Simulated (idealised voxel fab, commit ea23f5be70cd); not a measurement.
process module | voxel released beams
cross-section cut | 140 nm wide | cells 5 nm
A cross-section is a grid of square cells, given in bands from the top down. A band is one or more rows of cells.
Each band's line starts with the height of the band's top and of its bottom, in nm. Then come its materials from left to right, each with its width in nm. One material with "throughout" fills the band from edge to edge. "air" is empty space.
Height 0 is the level under which the wafer as received is all one material. The lowest band goes on downwards, as in "0 down".
A width such as "30 to 40" changes by the same amount from each row of cells to the next, from the band's top row to its bottom row.
"no change" after a step means that no cell of the cross-section changed.
closed voids: empty space of 8 cells or more with no open way to the top, each as width x height at its distance from the left edge, in nm
after a step's settings: what the simulator itself notes on the step
overlay nm, on a step with a mask: how far to the right of its planned place the mask lay; to the left if negative
plan
1 op RECEIVE | material Si
2 op CONFORMAL_DEP | material Al2O3 | thk nm 5
3 op DIRECTIONAL_DEP | material SiO2 | thk nm 15
4 op PATTERN | tone open | mask id ANCHOR | material resist | width nm 30 | thk nm 15 | overlay nm 0
5 op DIRECTIONAL_ETCH | etch materials SiO2 | depth nm 15
6 op STRIP | etch materials resist
7 op CONFORMAL_DEP | material W | thk nm 10
8 op MASKED_ETCH | tone cover | mask id BEAM | width nm 85 | etch materials W | depth nm 10 | overlay nm 0
9 op STRIP | etch materials SiO2
as received, after step 1
  0 down: Si throughout
  closed voids: none
first wafer at the end, as planned
  30 to 20: air 25 | W 15 | air 10 | W 60 | air 30
  20 to 15: air 30 | W 10 | air 10 | W 10 | air 80
  15 to 5: air 30 | W 30 | air 80
  5 to 0: Al2O3 throughout
  0 down: Si throughout
  closed voids: none
second wafer at the end: like start, like plan, one mistake
  30 to 20: air 30 | W 10 | air 10 | W 55 | air 35
  20 to 15: air 30 | W 10 | air 10 | W 10 | air 80
  15 to 5: air 30 | W 30 | air 80
  5 to 0: Al2O3 throughout
  0 down: Si throughout
  closed voids: none
what went wrong: step 8 ran as: op MASKED_ETCH | tone cover | mask id BEAM | width nm 75 | etch materials W | depth nm 10 | overlay nm 0
at the end the second wafer has, in cells: 4 fewer of W
